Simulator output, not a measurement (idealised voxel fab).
You're looking at the process module voxel tone inversion.
Square cell edge 5 nm, section width 280 nm, ID cut.
In what follows, cross-sections appear as grids of square cells, described through bands that run from the top down, where every band is one or more rows of cells.
Top height, bottom height, nm. Materials left to right, width each, nm. Single material + "edge to edge" = fills band edge to edge. "empty" = empty.
For the purposes of this specification, 0 denotes the height below which the wafer in its as-received condition is composed wholly of one material, and the lowermost band, lacking a lower limit, extends downward without end, as expressed in "z 0 and below".
Per-row width for "30..40": begins at first number (top row of band), ends at second number (bottom row), increment between rows held constant.
"left unchanged", as given for a step, is the statement that not any cell of the cross-section underwent a change during that step.
Enclosed voids (no open way to top), threshold 8 cells or more, entry "Unvented cavities", notation width x height at distance, distance from left edge, nm.
Heads up: the bit after the settings on a step's line is the simulator's remark on that step.
The setting "overlay nm" may be written on the line of a step. When the step uses a mask, the value reports how far to the right of the planned place the mask lay, and a negative value reports that it lay to the left.

The process steps that were planned are listed below:
1) RECEIVE: material Si
2) CONFORMAL_DEP: material SiCN, thk nm 10
3) DIRECTIONAL_DEP: material aC, thk nm 20
4) PATTERN: tone cover, mask id POSTS, material resist, width nm 15, pitch nm 30, thk nm 30, overlay nm 0
5) DIRECTIONAL_ETCH: etch materials aC, depth nm 20
6) STRIP: etch materials resist
7) FILL_DEP: material SiO2, thk nm 5
8) CMP: height nm 30
9) STRIP: etch materials aC

Cross-section of the wafer as it came to us, i.e., already through step 1:
z 0 and below: Si edge to edge
Unvented cavities: none

Final wafer profile in cross-section after the module, from the same start and plan as above, with one mistake made during processing:
z 30 to 10: SiO2=95, empty=15, SiO2=15, empty=15, SiO2=15, empty=15, SiO2=110
z 10 to 0: SiCN edge to edge
z 0 and below: Si edge to edge
Unvented cavities: none
Want to know what went wrong? not per plan at step 4, really ran PATTERN: tone cover, mask id POSTS, material resist, width nm 15, pitch nm 30, thk nm 30, overlay nm -5
